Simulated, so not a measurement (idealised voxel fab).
You're looking at the process module voxel ribs on slabs.
It is cross-section cut that appears here, measuring 220 nm in width, its square cells being 5 nm in size.
A cross-section in this document is a grid of square cells, and it is written down as bands, the top band listed before the ones below it; a band is made up of one or more rows of cells. Heads up on the band format: heights come first, top then bottom, in nm. After that it's the materials left to right, each with its width in nm. A single material flagged "everywhere" fills the whole band edge to edge, and "air" means there's empty space there. All heights in this document are referenced to 0, defined as the level beneath which the wafer, as received, consists entirely of one material. The lowest band is not bounded below; it extends indefinitely downward and is written in the form "z 0 and below". The two numbers in a width such as "30..40" mark its ends across the band: the first belongs to the top row of cells, the second to the bottom row, and from each row to the next the width moves by the same amount. "stayed the same" for a step: no cell of the cross-section changed in that step. You'll see "Fully enclosed voids" listing empty spaces that have no way open to the top, as long as they're 8 cells or more; the notation is width x height at distance, where the distance is from the left edge, and all of it is in nm. Post-settings text on a step line: simulator's own remark regarding the step. When a step includes a mask, the "overlay nm" setting on its line states how far to the right of its planned place that mask lay, and negative values state how far to the left.
Plan
| 1 | op RECEIVE | material Si |
| 2 | op DIRECTIONAL_DEP | material SiO2 | thk nm 30 |
| 3 | op DIRECTIONAL_DEP | material polySi | thk nm 15 |
| 4 | op PATTERN | tone cover | mask id RIB | material resist | width nm 20 | thk nm 15 | overlay nm 0 |
| 5 | op DIRECTIONAL_ETCH | etch materials polySi | depth nm 10 |
| 6 | op STRIP | etch materials resist |
| 7 | op MASKED_ETCH | tone cover | mask id SLAB | width nm 70 | etch materials polySi | depth nm 5 | overlay nm 0 |
| 8 | op FILL_DEP | material SiO2 | thk nm 15 |
| 9 | op CMP | height nm 55 |
| 10 | op DIRECTIONAL_DEP | material TiN | thk nm 5 |
| 11 | op DIRECTIONAL_DEP | material aC | thk nm 15 |
| 12 | op PATTERN | tone cover | mask id HEATER | material resist | width nm 30 | thk nm 35 | overlay nm 0 |
| 13 | op DIRECTIONAL_ETCH | etch materials aC | depth nm 15 |
| 14 | op STRIP | etch materials resist |
| 15 | op DIRECTIONAL_ETCH | etch materials TiN | depth nm 5 |
| 16 | op STRIP | etch materials aC |
| 17 | op CONFORMAL_DEP | material SiO2 | thk nm 5 |
Received-state cross-section, reflecting completion of step 1
z 0 and below = Si everywhere
Fully enclosed voids: none
Cross-section, end of module. Start: as above. Plan: as above. Execution: one mistake
z 65 to 60 = air (90) / SiO2 (40) / air (90)
z 60 to 55 = SiO2 (95) / TiN (30) / SiO2 (95)
z 55 to 15 = SiO2 everywhere
z 15 to 0 = polySi everywhere
z 0 and below = Si everywhere
Fully enclosed voids: none
The plan and the run diverged here: steps 2 and 3 run out of order (swapped)
